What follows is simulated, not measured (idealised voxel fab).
process module | voxel air gaps
cross-section cut | 255 nm wide | cells 5 nm
A cross-section is a grid of square cells, given in bands from the top down. A band is one or more rows of cells.
Each band's line starts with the height of the band's top and of its bottom, in nm. Then come its materials from left to right, each with its width in nm. One material with "throughout" fills the band from edge to edge. "air" is empty space.
Height 0 is the level under which the wafer as received is all one material. The lowest band goes on downwards, as in "0 down".
A width such as "30 to 40" changes by the same amount from each row of cells to the next, from the band's top row to its bottom row.
"no change" after a step means that no cell of the cross-section changed.
closed voids: empty space of 8 cells or more with no open way to the top, each as width x height at its distance from the left edge, in nm
after a step's settings: what the simulator itself notes on the step
overlay nm, on a step with a mask: how far to the right of its planned place the mask lay; to the left if negative
plan
1 op RECEIVE | material Si
2 op CONFORMAL_DEP | material SiO2 | thk nm 10
3 op CONFORMAL_DEP | material SiN | thk nm 5
4 op DIRECTIONAL_DEP | material lowk | thk nm 40
5 op PATTERN | tone open | mask id LINES | material resist | width nm 15 | pitch nm 40 | thk nm 15 | overlay nm 0
6 op DIRECTIONAL_ETCH | etch materials lowk | depth nm 40
7 op STRIP | etch materials resist
8 op CONFORMAL_DEP | material TiN | thk nm 5
9 op FILL_DEP | material Cu | thk nm 5
10 op CMP | height nm 55
11 op EPI | material Ru | thk nm 10
12 op SELECTIVE_ETCH | etch materials lowk | depth nm 50
13 op CONFORMAL_DEP | material SiN | thk nm 5
as received, after step 1
  0 down: Si throughout
  closed voids: none
first wafer at the end, as planned
  70 to 65: air 45 | SiN 165 | air 45
  65 to 55: air 45 | SiN 5 | Ru 35 | SiN 5 | Ru 35 | SiN 5 | Ru 35 | SiN 5 | Ru 35 | SiN 5 | air 45
  55 to 50: air 45 | SiN 15 | TiN 5 | Cu 5 | TiN 5 | SiN 25 | TiN 5 | Cu 5 | TiN 5 | SiN 25 | TiN 5 | Cu 5 | TiN 5 | SiN 25 | TiN 5 | Cu 5 | TiN 5 | SiN 15 | air 45
  50 to 20: air 55 | SiN 5 | TiN 5 | Cu 5 | TiN 5 | SiN 5 | air 15 | SiN 5 | TiN 5 | Cu 5 | TiN 5 | SiN 5 | air 15 | SiN 5 | TiN 5 | Cu 5 | TiN 5 | SiN 5 | air 15 | SiN 5 | TiN 5 | Cu 5 | TiN 5 | SiN 5 | air 55
  20 to 15: SiN 60 | TiN 15 | SiN 25 | TiN 15 | SiN 25 | TiN 15 | SiN 25 | TiN 15 | SiN 60
  15 to 10: SiN throughout
  10 to 0: SiO2 throughout
  0 down: Si throughout
  closed voids: 15 x 30 at 80; 15 x 30 at 120; 15 x 30 at 160
second wafer at the end: like start, like plan, one mistake
  70 to 65: air 45 | SiN 165 | air 45
  65 to 55: air 45 | SiN 5 | Ru 35 | SiN 5 | Ru 35 | SiN 5 | Ru 35 | SiN 5 | Ru 35 | SiN 5 | air 45
  55 to 50: air 45 | SiN 15 | TiN 5 | Cu 5 | TiN 5 | SiN 25 | TiN 5 | Cu 5 | TiN 5 | SiN 25 | TiN 5 | Cu 5 | TiN 5 | SiN 25 | TiN 5 | Cu 5 | TiN 5 | SiN 15 | air 45
  50 to 20: air 55 | SiN 5 | TiN 5 | Cu 5 | TiN 5 | SiN 5 | air 15 | SiN 5 | TiN 5 | Cu 5 | TiN 5 | SiN 5 | air 15 | SiN 5 | TiN 5 | Cu 5 | TiN 5 | SiN 5 | air 15 | SiN 5 | TiN 5 | Cu 5 | TiN 5 | SiN 5 | air 55
  20 to 15: SiN 60 | TiN 15 | SiN 25 | TiN 15 | SiN 25 | TiN 15 | SiN 25 | TiN 15 | SiN 60
  15 to 5: SiO2 throughout
  5 to 0: SiN throughout
  0 down: Si throughout
  closed voids: 15 x 30 at 80; 15 x 30 at 120; 15 x 30 at 160
what went wrong: steps 2 and 3 were swapped
at the end the second wafer has, in cells: as many of each material as the first, in other places
